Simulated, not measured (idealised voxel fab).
This is a process module. Its name is voxel capacitor over wiring.
Displayed cross-section: cut, width of 275 nm, square cells sized 5 nm.
Cross-section layout: square cells on a grid; listed as bands, top to bottom; a band spans one or more cell rows. Within each band entry, the heights of the top and of the bottom of the band appear first, in that order and in nm; the materials of the band then follow from left to right, each with its corresponding width in nm. The designation "all across" on a single material indicates that it fills the band from edge to edge; the designation "air" indicates empty space. The reference from which all heights are counted is 0, the level beneath which the as-received wafer is entirely one material; the lowest band, having no lower bound, proceeds downward and is written after the example "0 down". Think of "30..40" as a width that walks from the first number to the second as you go down the band, top row to bottom row, taking equal-sized steps from row to row. "nothing changed", as given for a step, is the statement that not any cell of the cross-section underwent a change during that step. "Closed empty spaces" means: voids of 8 cells or more that are shut off from the top with no open way through. Written width x height at distance, distance from the left edge, in nm. On a step's line, text after the settings is the simulator commenting on that step. The setting "overlay nm" may be written on the line of a step. When the step uses a mask, the value reports how far to the right of the planned place the mask lay, and a negative value reports that it lay to the left.

These are the steps we planned for the process
1,op RECEIVE | material Si
2,op CONFORMAL_DEP | material SiO2 | thk nm 10
3,op CONFORMAL_DEP | material SiCN | thk nm 5
4,op DIRECTIONAL_DEP | material lowk | thk nm 20
5,op DIRECTIONAL_DEP | material aC | thk nm 15
6,op PATTERN | tone open | mask id METAL_1 | material resist | width nm 20 | pitch nm 75 | thk nm 30 | overlay nm 0
7,op DIRECTIONAL_ETCH | etch materials aC | depth nm 15
8,op STRIP | etch materials resist
9,op DIRECTIONAL_ETCH | etch materials lowk | depth nm 20
10,op DIRECTIONAL_ETCH | etch materials SiCN | depth nm 5
11,op STRIP | etch materials aC
12,op CONFORMAL_DEP | material TiN | thk nm 5
13,op FILL_DEP | material Cu | thk nm 10
14,op CMP | height nm 35
15,op CONFORMAL_DEP | material SiCN | thk nm 5
16,op DIRECTIONAL_DEP | material SiO2 | thk nm 10
17,op DIRECTIONAL_DEP | material aC | thk nm 10
18,op PATTERN | tone open | mask id PLUG_1 | material resist | width nm 15 | thk nm 25 | overlay nm 0
19,op DIRECTIONAL_ETCH | etch materials aC | depth nm 10
20,op STRIP | etch materials resist
21,op DIRECTIONAL_ETCH | etch materials SiO2 | depth nm 10
22,op DIRECTIONAL_ETCH | etch materials SiCN | depth nm 5
23,op STRIP | etch materials aC
24,op EPI | material Ru | thk nm 10
25,op EPI | material Ru | thk nm 5
26,op DIRECTIONAL_DEP | material TiN | thk nm 10
27,op DIRECTIONAL_DEP | material SiN | thk nm 5
28,op DIRECTIONAL_DEP | material TiN | thk nm 5
29,op PATTERN | tone cover | mask id UPPER_PLATE | material resist | width nm 60 | thk nm 20 | overlay nm 0
30,op DIRECTIONAL_ETCH | etch materials TiN | depth nm 5
31,op DIRECTIONAL_ETCH | etch materials SiN | depth nm 5
32,op STRIP | etch materials resist
33,op MASKED_ETCH | tone cover | mask id LOWER_PLATE | width nm 70 | etch materials TiN | depth nm 10 | overlay nm 0
34,op FILL_DEP | material SiO2 | thk nm 15
35,op CMP | height nm 80
36,op MASKED_ETCH | tone open | mask id PLUG_2 | width nm 15 | etch materials SiO2 | depth nm 10 | overlay nm 0
37,op CONFORMAL_DEP | material TiN | thk nm 5
38,op FILL_DEP | material W | thk nm 10
39,op CMP | height nm 80
40,op CONFORMAL_DEP | material SiCN | thk nm 5

Account of the first of two wafers, which was processed as intended

As-received state of the wafer in cross-section, equivalent to post-step 1
    0 down = Si all across
    Closed empty spaces: none

after step 2
    10 to 0 = SiO2 all across
    Nothing below the height 0 has changed.

after step 3
    15 to 10 = SiCN all across
    Nothing below the height 10 has changed.

after step 4
    35 to 15 = lowk all across
    Nothing below the height 15 has changed.

after step 5
    50 to 35 = aC all across
    Nothing below the height 35 has changed.

after step 6
    80 to 50 = resist=90  air=20  resist=55  air=20  resist=90
    Nothing below the height 50 has changed.

after step 7
    65 to 50 = resist=90  air=20  resist=55  air=20  resist=90
    50 to 35 = aC=90  air=20  aC=55  air=20  aC=90
    Nothing below the height 35 has changed.

after step 8
    50 to 35 = aC=90  air=20  aC=55  air=20  aC=90
    Nothing below the height 35 has changed.

after step 9
    50 to 35 = aC=90  air=20  aC=55  air=20  aC=90
    35 to 15 = lowk=90  air=20  lowk=55  air=20  lowk=90
    Nothing below the height 15 has changed.

after step 10
    50 to 35 = aC=90  air=20  aC=55  air=20  aC=90
    35 to 15 = lowk=90  air=20  lowk=55  air=20  lowk=90
    15 to 10 = SiCN=90  air=20  SiCN=55  air=20  SiCN=90
    Nothing below the height 10 has changed.

after step 11
    35 to 15 = lowk=90  air=20  lowk=55  air=20  lowk=90
    Nothing below the height 15 has changed.

after step 12
    40 to 35 = TiN=95  air=10  TiN=65  air=10  TiN=95
    35 to 15 = lowk=90  TiN=5  air=10  TiN=5  lowk=55  TiN=5  air=10  TiN=5  lowk=90
    15 to 10 = SiCN=90  TiN=20  SiCN=55  TiN=20  SiCN=90
    Nothing below the height 10 has changed.

after step 13
    50 to 40 = Cu all across
    40 to 35 = TiN=95  Cu=10  TiN=65  Cu=10  TiN=95
    35 to 15 = lowk=90  TiN=5  Cu=10  TiN=5  lowk=55  TiN=5  Cu=10  TiN=5  lowk=90
    Nothing below the height 15 has changed.

after step 14
    35 to 15 = lowk=90  TiN=5  Cu=10  TiN=5  lowk=55  TiN=5  Cu=10  TiN=5  lowk=90
    Nothing below the height 15 has changed.

after step 15
    40 to 35 = SiCN all across
    Nothing below the height 35 has changed.

after step 16
    50 to 40 = SiO2 all across
    Nothing below the height 40 has changed.

after step 17
    60 to 50 = aC all across
    Nothing below the height 50 has changed.

after step 18
    85 to 60 = resist=95  air=15  resist=165
    Nothing below the height 60 has changed.

after step 19
    75 to 60 = resist=95  air=15  resist=165
    60 to 50 = aC=95  air=15  aC=165
    Nothing below the height 50 has changed.

after step 20
    60 to 50 = aC=95  air=15  aC=165
    Nothing below the height 50 has changed.

after step 21
    60 to 50 = aC=95  air=15  aC=165
    50 to 40 = SiO2=95  air=15  SiO2=165
    Nothing below the height 40 has changed.

after step 22
    60 to 50 = aC=95  air=15  aC=165
    50 to 40 = SiO2=95  air=15  SiO2=165
    40 to 35 = SiCN=95  air=15  SiCN=165
    Nothing below the height 35 has changed.

after step 23
    50 to 40 = SiO2=95  air=15  SiO2=165
    Nothing below the height 40 has changed.

after step 24
    50 to 45 = SiO2=95  air=15  SiO2=165
    45 to 40 = SiO2=95  Ru=15  SiO2=165
    40 to 35 = SiCN=95  Ru=15  SiCN=165
    Nothing below the height 35 has changed.

after step 25
    50 to 40 = SiO2=95  Ru=15  SiO2=165
    Nothing below the height 40 has changed.

after step 26
    60 to 50 = TiN all across
    Nothing below the height 50 has changed.

after step 27
    65 to 60 = SiN all across
    Nothing below the height 60 has changed.

after step 28
    70 to 65 = TiN all across
    Nothing below the height 65 has changed.

after step 29
    90 to 70 = air=95  resist=60  air=120
    Nothing below the height 70 has changed.

after step 30
    90 to 70 = air=95  resist=60  air=120
    70 to 65 = air=95  TiN=60  air=120
    Nothing below the height 65 has changed.

after step 31
    90 to 70 = air=95  resist=60  air=120
    70 to 65 = air=95  TiN=60  air=120
    65 to 60 = air=95  SiN=60  air=120
    Nothing below the height 60 has changed.

after step 32
    70 to 65 = air=95  TiN=60  air=120
    Nothing below the height 65 has changed.

after step 33
    70 to 65 = air=95  TiN=60  air=120
    65 to 60 = air=95  SiN=60  air=120
    60 to 50 = air=90  TiN=70  air=115
    Nothing below the height 50 has changed.

after step 34
    85 to 70 = SiO2 all across
    70 to 65 = SiO2=95  TiN=60  SiO2=120
    65 to 60 = SiO2=95  SiN=60  SiO2=120
    60 to 50 = SiO2=90  TiN=70  SiO2=115
    Nothing below the height 50 has changed.

after step 35
    80 to 70 = SiO2 all across
    Nothing below the height 70 has changed.

after step 36
    80 to 70 = SiO2=105  air=15  SiO2=155
    Nothing below the height 70 has changed.

after step 37
    85 to 80 = TiN=110  air=5  TiN=160
    80 to 75 = SiO2=105  TiN=5  air=5  TiN=5  SiO2=155
    75 to 65 = SiO2=105..95  TiN=15..60  SiO2=155..120
    Nothing below the height 65 has changed.

after step 38
    95 to 85 = W all across
    85 to 80 = TiN=110  W=5  TiN=160
    80 to 75 = SiO2=105  TiN=5  W=5  TiN=5  SiO2=155
    Nothing below the height 75 has changed.

after step 39
    80 to 75 = SiO2=105  TiN=5  W=5  TiN=5  SiO2=155
    Nothing below the height 75 has changed.

after step 40
    85 to 80 = SiCN all across
    Nothing below the height 80 has changed.

second wafer: like start, like plan, one mistake. Through step 13 it matches the first wafer

Cross-section: second wafer, time at which step 14 was scheduled to end: nothing changed

Cross-section: second wafer, time at which step 15 was scheduled to end
    55 to 50 = SiCN all across
    Nothing below the height 50 has changed.

Cross-section: second wafer, time at which step 16 was scheduled to end
    65 to 55 = SiO2 all across
    Nothing below the height 55 has changed.

Cross-section: second wafer, time at which step 17 was scheduled to end
    75 to 65 = aC all across
    Nothing below the height 65 has changed.

Cross-section: second wafer, time at which step 18 was scheduled to end
    100 to 75 = resist=95  air=15  resist=165
    Nothing below the height 75 has changed.

Cross-section: second wafer, time at which step 19 was scheduled to end
    90 to 75 = resist=95  air=15  resist=165
    75 to 65 = aC=95  air=15  aC=165
    Nothing below the height 65 has changed.

Cross-section: second wafer, time at which step 20 was scheduled to end
    75 to 65 = aC=95  air=15  aC=165
    Nothing below the height 65 has changed.

Cross-section: second wafer, time at which step 21 was scheduled to end
    75 to 65 = aC=95  air=15  aC=165
    65 to 55 = SiO2=95  air=15  SiO2=165
    Nothing below the height 55 has changed.

Cross-section: second wafer, time at which step 22 was scheduled to end
    75 to 65 = aC=95  air=15  aC=165
    65 to 55 = SiO2=95  air=15  SiO2=165
    55 to 50 = SiCN=95  air=15  SiCN=165
    Nothing below the height 50 has changed.

Cross-section: second wafer, time at which step 23 was scheduled to end
    65 to 55 = SiO2=95  air=15  SiO2=165
    Nothing below the height 55 has changed.

Cross-section: second wafer, time at which step 24 was scheduled to end
    65 to 60 = SiO2=95  air=15  SiO2=165
    60 to 55 = SiO2=95  Ru=15  SiO2=165
    55 to 50 = SiCN=95  Ru=15  SiCN=165
    Nothing below the height 50 has changed.

Cross-section: second wafer, time at which step 25 was scheduled to end
    65 to 55 = SiO2=95  Ru=15  SiO2=165
    Nothing below the height 55 has changed.

Cross-section: second wafer, time at which step 26 was scheduled to end
    75 to 65 = TiN all across
    Nothing below the height 65 has changed.

Cross-section: second wafer, time at which step 27 was scheduled to end
    80 to 75 = SiN all across
    Nothing below the height 75 has changed.

Cross-section: second wafer, time at which step 28 was scheduled to end
    85 to 80 = TiN all across
    Nothing below the height 80 has changed.

Cross-section: second wafer, time at which step 29 was scheduled to end
    105 to 85 = air=95  resist=60  air=120
    Nothing below the height 85 has changed.

Cross-section: second wafer, time at which step 30 was scheduled to end
    105 to 85 = air=95  resist=60  air=120
    85 to 80 = air=95  TiN=60  air=120
    Nothing below the height 80 has changed.

Cross-section: second wafer, time at which step 31 was scheduled to end
    105 to 85 = air=95  resist=60  air=120
    85 to 80 = air=95  TiN=60  air=120
    80 to 75 = air=95  SiN=60  air=120
    Nothing below the height 75 has changed.

Cross-section: second wafer, time at which step 32 was scheduled to end
    85 to 80 = air=95  TiN=60  air=120
    Nothing below the height 80 has changed.

Cross-section: second wafer, time at which step 33 was scheduled to end
    85 to 80 = air=95  TiN=60  air=120
    80 to 75 = air=95  SiN=60  air=120
    75 to 65 = air=90  TiN=70  air=115
    Nothing below the height 65 has changed.

Cross-section: second wafer, time at which step 34 was scheduled to end
    100 to 85 = SiO2 all across
    85 to 80 = SiO2=95  TiN=60  SiO2=120
    80 to 75 = SiO2=95  SiN=60  SiO2=120
    75 to 65 = SiO2=90  TiN=70  SiO2=115
    Nothing below the height 65 has changed.

Cross-section: second wafer, time at which step 35 was scheduled to end
    80 to 75 = SiO2=95  SiN=60  SiO2=120
    Nothing below the height 75 has changed.

Cross-section: second wafer, time at which step 36 was scheduled to end: nothing changed

Cross-section: second wafer, time at which step 37 was scheduled to end
    85 to 80 = TiN all across
    Nothing below the height 80 has changed.

Cross-section: second wafer, time at which step 38 was scheduled to end
    95 to 85 = W all across
    Nothing below the height 85 has changed.

Cross-section: second wafer, time at which step 39 was scheduled to end
    80 to 75 = SiO2=95  SiN=60  SiO2=120
    Nothing below the height 75 has changed.

Cross-section: second wafer, time at which step 40 was scheduled to end
    85 to 80 = SiCN all across
    Nothing below the height 80 has changed.
Want to know what went wrong? skipped: plan step 14 (never run)
At the finish, the second wafer shows more or fewer cells for some materials than the first does: Cu +114; SiO2 -147; TiN +34; W -1
